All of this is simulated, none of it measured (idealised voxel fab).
Presented below is a process module, voxel quadruple lines.
Cross-section cut: width 265 nm, square cells of 5 nm.
In what follows, cross-sections appear as grids of square cells, described through bands that run from the top down, where every band is one or more rows of cells.
It is stipulated that each band's entry specify, in nanometres, the height of the top of the band and then that of its bottom, followed by the materials of the band in left-to-right sequence, each together with its width in nanometres. A single material marked by the word "full width" is understood to fill the band from edge to edge; the word "blank" is understood to denote empty space.
A quick word on heights: they are counted from 0, and under that level the wafer as it came to us is one material throughout. The lowest band is different from the rest in having no bottom; it simply continues downward, written as in "0 nm and below".
Think of "30..40" as a width that walks from the first number to the second as you go down the band, top row to bottom row, taking equal-sized steps from row to row.
Reading "stayed the same" for a step: not a cell of the cross-section changed in it.
You'll see "Closed-off voids" listing empty spaces that have no way open to the top, as long as they're 8 cells or more; the notation is width x height at distance, where the distance is from the left edge, and all of it is in nm.
What comes after the settings on a step's line is commentary from the simulator itself on that step.
The line of a step may include "overlay nm". On a step with a mask, this value is how far to the right of its planned place the mask lay. A negative value means the mask lay to the left.

Planned process steps
| 1 | RECEIVE (material Si) |
| 2 | CONFORMAL_DEP (material SiO2; thk nm 5) |
| 3 | DIRECTIONAL_DEP (material TiN; thk nm 10) |
| 4 | DIRECTIONAL_DEP (material polySi; thk nm 15) |
| 5 | DIRECTIONAL_DEP (material aC; thk nm 25) |
| 6 | PATTERN (tone cover; mask id MANDREL; material resist; width nm 25; pitch nm 80; thk nm 30; overlay nm 0) |
| 7 | DIRECTIONAL_ETCH (etch materials aC; depth nm 25) |
| 8 | STRIP (etch materials resist) |
| 9 | CONFORMAL_DEP (material SiO2; thk nm 15) |
| 10 | DIRECTIONAL_ETCH (etch materials SiO2; depth nm 15) |
| 11 | STRIP (etch materials aC) |
| 12 | DIRECTIONAL_ETCH (etch materials polySi; depth nm 15) |
| 13 | STRIP (etch materials SiO2) |
| 14 | CONFORMAL_DEP (material SiCN; thk nm 5) |
| 15 | DIRECTIONAL_ETCH (etch materials SiCN; depth nm 5) |
| 16 | STRIP (etch materials polySi) |
| 17 | DIRECTIONAL_ETCH (etch materials TiN; depth nm 10) |
| 18 | STRIP (etch materials SiCN) |

First of two wafers, processed according to plan

Cross-section: wafer on arrival = after step 1
* 0 nm and below  Si full width
* Closed-off voids: none

Wafer section view after processing step 2
* 5 nm to 0 nm  SiO2 full width
* Note: structure below 0 unchanged.

Wafer section view after processing step 3
* 15 nm to 5 nm  TiN full width
* Note: structure below 5 unchanged.

Wafer section view after processing step 4
* 30 nm to 15 nm  polySi full width
* Note: structure below 15 unchanged.

Wafer section view after processing step 5
* 55 nm to 30 nm  aC full width
* Note: structure below 30 unchanged.

Wafer section view after processing step 6
* 85 nm to 55 nm  blank 80 / resist 25 / blank 55 / resist 25 / blank 80
* Note: structure below 55 unchanged.

Wafer section view after processing step 7
* 60 nm to 55 nm  blank 80 / resist 25 / blank 55 / resist 25 / blank 80
* 55 nm to 30 nm  blank 80 / aC 25 / blank 55 / aC 25 / blank 80
* Note: structure below 30 unchanged.

Wafer section view after processing step 8
* 55 nm to 30 nm  blank 80 / aC 25 / blank 55 / aC 25 / blank 80
* Note: structure below 30 unchanged.

Wafer section view after processing step 9
* 70 nm to 55 nm  blank 65 / SiO2 55 / blank 25 / SiO2 55 / blank 65
* 55 nm to 45 nm  blank 65 / SiO2 15 / aC 25 / SiO2 15 / blank 25 / SiO2 15 / aC 25 / SiO2 15 / blank 65
* 45 nm to 30 nm  SiO2 80 / aC 25 / SiO2 55 / aC 25 / SiO2 80
* Note: structure below 30 unchanged.

Wafer section view after processing step 10
* 55 nm to 30 nm  blank 65 / SiO2 15 / aC 25 / SiO2 15 / blank 25 / SiO2 15 / aC 25 / SiO2 15 / blank 65
* Note: structure below 30 unchanged.

Wafer section view after processing step 11
* 55 nm to 30 nm  blank 65 / SiO2 15 / blank 25 / SiO2 15 / blank 25 / SiO2 15 / blank 25 / SiO2 15 / blank 65
* Note: structure below 30 unchanged.

Wafer section view after processing step 12
* 55 nm to 30 nm  blank 65 / SiO2 15 / blank 25 / SiO2 15 / blank 25 / SiO2 15 / blank 25 / SiO2 15 / blank 65
* 30 nm to 15 nm  blank 65 / polySi 15 / blank 25 / polySi 15 / blank 25 / polySi 15 / blank 25 / polySi 15 / blank 65
* Note: structure below 15 unchanged.

Wafer section view after processing step 13
* 30 nm to 15 nm  blank 65 / polySi 15 / blank 25 / polySi 15 / blank 25 / polySi 15 / blank 25 / polySi 15 / blank 65
* Note: structure below 15 unchanged.

Wafer section view after processing step 14
* 35 nm to 30 nm  blank 60 / SiCN 25 / blank 15 / SiCN 25 / blank 15 / SiCN 25 / blank 15 / SiCN 25 / blank 60
* 30 nm to 20 nm  blank 60 / SiCN 5 / polySi 15 / SiCN 5 / blank 15 / SiCN 5 / polySi 15 / SiCN 5 / blank 15 / SiCN 5 / polySi 15 / SiCN 5 / blank 15 / SiCN 5 / polySi 15 / SiCN 5 / blank 60
* 20 nm to 15 nm  SiCN 65 / polySi 15 / SiCN 25 / polySi 15 / SiCN 25 / polySi 15 / SiCN 25 / polySi 15 / SiCN 65
* Note: structure below 15 unchanged.

Wafer section view after processing step 15
* 30 nm to 15 nm  blank 60 / SiCN 5 / polySi 15 / SiCN 5 / blank 15 / SiCN 5 / polySi 15 / SiCN 5 / blank 15 / SiCN 5 / polySi 15 / SiCN 5 / blank 15 / SiCN 5 / polySi 15 / SiCN 5 / blank 60
* Note: structure below 15 unchanged.

Wafer section view after processing step 16
* 30 nm to 15 nm  blank 60 / SiCN 5 / blank 15 / SiCN 5 / blank 15 / SiCN 5 / blank 15 / SiCN 5 / blank 15 / SiCN 5 / blank 15 / SiCN 5 / blank 15 / SiCN 5 / blank 15 / SiCN 5 / blank 60
* Note: structure below 15 unchanged.

Wafer section view after processing step 17
* 30 nm to 15 nm  blank 60 / SiCN 5 / blank 15 / SiCN 5 / blank 15 / SiCN 5 / blank 15 / SiCN 5 / blank 15 / SiCN 5 / blank 15 / SiCN 5 / blank 15 / SiCN 5 / blank 15 / SiCN 5 / blank 60
* 15 nm to 5 nm  blank 60 / TiN 5 / blank 15 / TiN 5 / blank 15 / TiN 5 / blank 15 / TiN 5 / blank 15 / TiN 5 / blank 15 / TiN 5 / blank 15 / TiN 5 / blank 15 / TiN 5 / blank 60
* Note: structure below 5 unchanged.

Wafer section view after processing step 18
* 15 nm to 5 nm  blank 60 / TiN 5 / blank 15 / TiN 5 / blank 15 / TiN 5 / blank 15 / TiN 5 / blank 15 / TiN 5 / blank 15 / TiN 5 / blank 15 / TiN 5 / blank 15 / TiN 5 / blank 60
* Note: structure below 5 unchanged.

Regarding the second of the two wafers: it shared the first wafer's starting condition and process plan, yet one error occurred during its execution. Its history coincides with that of the first wafer up to and including step 1

Second wafer: cross-section at the scheduled end of step 2
* 15 nm to 0 nm  SiO2 full width
* Note: structure below 0 unchanged.

Second wafer: cross-section at the scheduled end of step 3
* 25 nm to 15 nm  TiN full width
* Note: structure below 15 unchanged.

Second wafer: cross-section at the scheduled end of step 4
* 40 nm to 25 nm  polySi full width
* Note: structure below 25 unchanged.

Second wafer: cross-section at the scheduled end of step 5
* 65 nm to 40 nm  aC full width
* Note: structure below 40 unchanged.

Second wafer: cross-section at the scheduled end of step 6
* 95 nm to 65 nm  blank 80 / resist 25 / blank 55 / resist 25 / blank 80
* Note: structure below 65 unchanged.

Second wafer: cross-section at the scheduled end of step 7
* 70 nm to 65 nm  blank 80 / resist 25 / blank 55 / resist 25 / blank 80
* 65 nm to 40 nm  blank 80 / aC 25 / blank 55 / aC 25 / blank 80
* Note: structure below 40 unchanged.

Second wafer: cross-section at the scheduled end of step 8
* 65 nm to 40 nm  blank 80 / aC 25 / blank 55 / aC 25 / blank 80
* Note: structure below 40 unchanged.

Second wafer: cross-section at the scheduled end of step 9
* 80 nm to 65 nm  blank 65 / SiO2 55 / blank 25 / SiO2 55 / blank 65
* 65 nm to 55 nm  blank 65 / SiO2 15 / aC 25 / SiO2 15 / blank 25 / SiO2 15 / aC 25 / SiO2 15 / blank 65
* 55 nm to 40 nm  SiO2 80 / aC 25 / SiO2 55 / aC 25 / SiO2 80
* Note: structure below 40 unchanged.

Second wafer: cross-section at the scheduled end of step 10
* 65 nm to 40 nm  blank 65 / SiO2 15 / aC 25 / SiO2 15 / blank 25 / SiO2 15 / aC 25 / SiO2 15 / blank 65
* Note: structure below 40 unchanged.

Second wafer: cross-section at the scheduled end of step 11
* 65 nm to 40 nm  blank 65 / SiO2 15 / blank 25 / SiO2 15 / blank 25 / SiO2 15 / blank 25 / SiO2 15 / blank 65
* Note: structure below 40 unchanged.

Second wafer: cross-section at the scheduled end of step 12
* 65 nm to 40 nm  blank 65 / SiO2 15 / blank 25 / SiO2 15 / blank 25 / SiO2 15 / blank 25 / SiO2 15 / blank 65
* 40 nm to 25 nm  blank 65 / polySi 15 / blank 25 / polySi 15 / blank 25 / polySi 15 / blank 25 / polySi 15 / blank 65
* Note: structure below 25 unchanged.

Second wafer: cross-section at the scheduled end of step 13
* 40 nm to 25 nm  blank 65 / polySi 15 / blank 25 / polySi 15 / blank 25 / polySi 15 / blank 25 / polySi 15 / blank 65
* Note: structure below 25 unchanged.

Second wafer: cross-section at the scheduled end of step 14
* 45 nm to 40 nm  blank 60 / SiCN 25 / blank 15 / SiCN 25 / blank 15 / SiCN 25 / blank 15 / SiCN 25 / blank 60
* 40 nm to 30 nm  blank 60 / SiCN 5 / polySi 15 / SiCN 5 / blank 15 / SiCN 5 / polySi 15 / SiCN 5 / blank 15 / SiCN 5 / polySi 15 / SiCN 5 / blank 15 / SiCN 5 / polySi 15 / SiCN 5 / blank 60
* 30 nm to 25 nm  SiCN 65 / polySi 15 / SiCN 25 / polySi 15 / SiCN 25 / polySi 15 / SiCN 25 / polySi 15 / SiCN 65
* Note: structure below 25 unchanged.

Second wafer: cross-section at the scheduled end of step 15
* 40 nm to 25 nm  blank 60 / SiCN 5 / polySi 15 / SiCN 5 / blank 15 / SiCN 5 / polySi 15 / SiCN 5 / blank 15 / SiCN 5 / polySi 15 / SiCN 5 / blank 15 / SiCN 5 / polySi 15 / SiCN 5 / blank 60
* Note: structure below 25 unchanged.

Second wafer: cross-section at the scheduled end of step 16
* 40 nm to 25 nm  blank 60 / SiCN 5 / blank 15 / SiCN 5 / blank 15 / SiCN 5 / blank 15 / SiCN 5 / blank 15 / SiCN 5 / blank 15 / SiCN 5 / blank 15 / SiCN 5 / blank 15 / SiCN 5 / blank 60
* Note: structure below 25 unchanged.

Second wafer: cross-section at the scheduled end of step 17
* 40 nm to 25 nm  blank 60 / SiCN 5 / blank 15 / SiCN 5 / blank 15 / SiCN 5 / blank 15 / SiCN 5 / blank 15 / SiCN 5 / blank 15 / SiCN 5 / blank 15 / SiCN 5 / blank 15 / SiCN 5 / blank 60
* 25 nm to 15 nm  blank 60 / TiN 5 / blank 15 / TiN 5 / blank 15 / TiN 5 / blank 15 / TiN 5 / blank 15 / TiN 5 / blank 15 / TiN 5 / blank 15 / TiN 5 / blank 15 / TiN 5 / blank 60
* Note: structure below 15 unchanged.

Second wafer: cross-section at the scheduled end of step 18
* 25 nm to 15 nm  blank 60 / TiN 5 / blank 15 / TiN 5 / blank 15 / TiN 5 / blank 15 / TiN 5 / blank 15 / TiN 5 / blank 15 / TiN 5 / blank 15 / TiN 5 / blank 15 / TiN 5 / blank 60
* Note: structure below 15 unchanged.
What was the processing mistake? heads up, step 2 didn't go per plan, it actually ran as CONFORMAL_DEP (material SiO2; thk nm 15)
FYI, end of process, the second wafer has more or fewer cells of some materials than the first: SiO2 +106
